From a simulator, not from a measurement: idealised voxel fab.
Process module heading - voxel self aligned contacts
Section cut is 270 nm wide and gridded with 5 nm square cells.
Bands, listed from the top down, are how a cross-section gets written in this document; the cross-section itself is a grid of square cells, and a band is one or more rows of them.
First you get the band's top height and its bottom height, in nm, and then the materials it's made of, left to right, with each width in nm. If you see a single material with "all across", that one covers the band edge to edge. "air" is empty space.
Heights from 0 (as-received wafer is one material below). Bottom band endless downward, as "0 -> down".
When a width is written as two numbers, as in "30->40", the first number is the width in the top row of cells of the band and the second is the width in its bottom row, and the width changes by the same amount from each row to the next.
The cross-section has no changed cell in any step marked "everything unchanged".
Look at "Unvented cavities" for the closed voids: empty spaces with no open path to the top, sized 8 cells or up. Each is width x height at distance, distance from the left edge, all nm.
Past the settings on a step's line: simulator remark, on that step.
overlay nm: how far to the right of its planned place the mask lay on this masked step (negative: to the left).
Steps in the process plan
1. RECEIVE [material Si]
2. CONFORMAL_DEP [material SiO2] [thk nm 5]
3. DIRECTIONAL_DEP [material polySi] [thk nm 25]
4. DIRECTIONAL_DEP [material SiN] [thk nm 25]
5. MASKED_ETCH [tone cover] [mask id GATE] [width nm 30] [pitch nm 70] [etch materials SiN] [depth nm 25] [overlay nm 0]
6. MASKED_ETCH [tone cover] [mask id GATE] [width nm 30] [pitch nm 70] [etch materials polySi] [depth nm 25] [overlay nm 0]
7. CONFORMAL_DEP [material SiN] [thk nm 10]
8. DIRECTIONAL_ETCH [etch materials SiN] [depth nm 10]
9. FILL_DEP [material SiO2] [thk nm 15]
10. CMP [height nm 65]
11. MASKED_ETCH [tone open] [mask id CONTACT] [width nm 50] [pitch nm 70] [etch materials SiO2] [depth nm 65] [overlay nm 0]
12. CONFORMAL_DEP [material TiN] [thk nm 5]
13. FILL_DEP [material W] [thk nm 5]
14. CMP [height nm 65]
15. CONFORMAL_DEP [material SiN] [thk nm 5]
As-received wafer cross-section (after step 1)
	0 -> down: Si all across
	Unvented cavities: none
Module complete, cross-section. Starting point and plan per above. One mistake made in running the module
	70 -> 65: SiN all across
	65 -> 55: SiO2 75  TiN 5->20  W 40->10  TiN 5->20  SiO2 20  TiN 5->20  W 40->10  TiN 5->20  SiO2 75
	55 -> 45: SiO2 40  SiN 50  TiN 5  W 10  TiN 5  SiN 50  TiN 5  W 10  TiN 5  SiN 50  SiO2 40
	45 -> 40: SiO2 40  SiN 50  TiN 20  SiN 50  TiN 20  SiN 50  SiO2 40
	40 -> 30: SiN all across
	30 -> 5: polySi all across
	5 -> 0: SiO2 all across
	0 -> down: Si all across
	Unvented cavities: none
Deviation noted in wafer processing: for step 5, the planned setting was not used; the step was instead run as MASKED_ETCH [tone cover] [mask id GATE] [width nm 30] [pitch nm 70] [etch materials SiN] [depth nm 15] [overlay nm 0]
